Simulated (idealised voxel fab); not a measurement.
process module | voxel ribs on slabs
cross-section cut | 180 nm wide | cells 5 nm
A cross-section is a grid of square cells, given in bands from the top down. A band is one or more rows of cells.
Each band's line starts with the height of the band's top and of its bottom, in nm. Then come its materials from left to right, each with its width in nm. One material with "throughout" fills the band from edge to edge. "air" is empty space.
Height 0 is the level under which the wafer as received is all one material. The lowest band goes on downwards, as in "0 down".
A width such as "30 to 40" changes by the same amount from each row of cells to the next, from the band's top row to its bottom row.
"no change" after a step means that no cell of the cross-section changed.
closed voids: empty space of 8 cells or more with no open way to the top, each as width x height at its distance from the left edge, in nm
after a step's settings: what the simulator itself notes on the step
overlay nm, on a step with a mask: how far to the right of its planned place the mask lay; to the left if negative
plan
1 op RECEIVE | material Si
2 op DIRECTIONAL_DEP | material SiO2 | thk nm 30
3 op DIRECTIONAL_DEP | material SiN | thk nm 25
4 op DIRECTIONAL_DEP | material aC | thk nm 15
5 op PATTERN | tone cover | mask id RIB | material resist | width nm 25 | thk nm 35 | overlay nm 0
6 op DIRECTIONAL_ETCH | etch materials aC | depth nm 15
7 op STRIP | etch materials resist
8 op DIRECTIONAL_ETCH | etch materials SiN | depth nm 5
9 op STRIP | etch materials aC
10 op PATTERN | tone cover | mask id SLAB | material resist | width nm 65 | thk nm 15 | overlay nm 0
11 op DIRECTIONAL_ETCH | etch materials SiN | depth nm 20
12 op STRIP | etch materials resist
13 op FILL_DEP | material SiO2 | thk nm 25
14 op CMP | height nm 75
15 op DIRECTIONAL_DEP | material TiN | thk nm 10
16 op MASKED_ETCH | tone cover | mask id HEATER | width nm 35 | etch materials TiN | depth nm 10 | overlay nm 0
17 op CONFORMAL_DEP | material SiN | thk nm 10
as received, after step 1
  0 down: Si throughout
  closed voids: none
a wafer at the end: this start, this plan, one mistake
  95 to 85: air 60 | SiN 55 | air 65
  85 to 75: SiN 70 | TiN 35 | SiN 75
  75 to 55: SiO2 throughout
  55 to 50: SiO2 80 | SiN 25 | SiO2 75
  50 to 30: SiO2 55 | SiN 65 | SiO2 60
  30 to 0: SiO2 throughout
  0 down: Si throughout
  closed voids: none
what went wrong: step 5 ran as: op PATTERN | tone cover | mask id RIB | material resist | width nm 25 | thk nm 35 | overlay nm 5
